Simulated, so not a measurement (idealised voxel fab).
Herein follows the process module entitled voxel ribs on slabs.
Xsec cut, 285 nm wide, square cell size 5 nm.
How to read a cross-section here: the picture is a grid of square cells, written as bands going from the top down, and any band can span one or more rows of cells.
Band entry format. Leading values: height of top, height of bottom, nm. Remainder: materials in left-to-right order, each with its width in nm. Special words: "all across" on a single material, which then fills the band edge to edge; "empty", empty space.
Height is counted from the level 0, under which the received wafer is composed throughout of one material. The lowest of the bands is not closed at the bottom but continues downward, in the notation "0 down".
Top row gets the first number, bottom row gets the second, and each row in between changes by the same step: that is how a band width like "30..40" works.
Step marked "remained the same"? Then no cell in the cross-section changed in it.
"Sealed void inventory" enumerates empty spaces isolated from the top, with no open way to it, that contain at least 8 cells, giving each as width x height at distance from the left edge, all three in nm.
Post-settings text on a step line: simulator's own remark regarding the step.
Regarding "overlay nm": on a step with a mask, it is the distance the mask lay to the right of its planned place; a negative value places it to the left.

Steps planned for the process:
step 1: RECEIVE with material Si
step 2: DIRECTIONAL_DEP with material SiO2, thk nm 30
step 3: DIRECTIONAL_DEP with material polySi, thk nm 20
step 4: PATTERN with tone cover, mask id RIB, material resist, width nm 25, thk nm 20, overlay nm 0
step 5: DIRECTIONAL_ETCH with etch materials polySi, depth nm 5
step 6: STRIP with etch materials resist
step 7: DIRECTIONAL_DEP with material aC, thk nm 10
step 8: PATTERN with tone cover, mask id SLAB, material resist, width nm 75, thk nm 30, overlay nm 0
step 9: DIRECTIONAL_ETCH with etch materials aC, depth nm 10
step 10: STRIP with etch materials resist
step 11: DIRECTIONAL_ETCH with etch materials polySi, depth nm 15
step 12: STRIP with etch materials aC
step 13: FILL_DEP with material SiO2, thk nm 25
step 14: CMP with height nm 65
step 15: DIRECTIONAL_DEP with material W, thk nm 10
step 16: MASKED_ETCH with tone cover, mask id HEATER, width nm 35, etch materials W, depth nm 10, overlay nm 0
step 17: CONFORMAL_DEP with material SiO2, thk nm 5

This is the cross-section of the wafer as we received it, i.e. after step 1:
- 0 down | Si all across
- Sealed void inventory: none

First of two wafers: cross-section at end of module, run per plan:
- 80 to 75 | 120 nm empty / 45 nm SiO2 / 120 nm empty
- 75 to 70 | 120 nm empty / 5 nm SiO2 / 35 nm W / 5 nm SiO2 / 120 nm empty
- 70 to 65 | 125 nm SiO2 / 35 nm W / 125 nm SiO2
- 65 to 50 | SiO2 all across
- 50 to 45 | 130 nm SiO2 / 25 nm polySi / 130 nm SiO2
- 45 to 30 | 105 nm SiO2 / 75 nm polySi / 105 nm SiO2
- 30 to 0 | SiO2 all across
- 0 down | Si all across
- Sealed void inventory: none

Same start, same plan as the first wafer - but one mistake in the run. Cross-section of the second of the two at the end of the module:
- 80 to 75 | 120 nm empty / 45 nm SiO2 / 120 nm empty
- 75 to 70 | 120 nm empty / 5 nm SiO2 / 35 nm W / 5 nm SiO2 / 120 nm empty
- 70 to 65 | 125 nm SiO2 / 35 nm W / 125 nm SiO2
- 65 to 50 | SiO2 all across
- 50 to 45 | 135 nm SiO2 / 20 nm polySi / 130 nm SiO2
- 45 to 30 | 105 nm SiO2 / 75 nm polySi / 105 nm SiO2
- 30 to 0 | SiO2 all across
- 0 down | Si all across
- Sealed void inventory: none
Where did the run depart from the plan? step 4 was not run as planned; what actually ran was PATTERN with tone cover, mask id RIB, material resist, width nm 20, thk nm 20, overlay nm 0
Upon completion, the second wafer contains, in terms of cells, a greater or smaller amount of certain materials than the first wafer: +1 SiO2 | -1 polySi
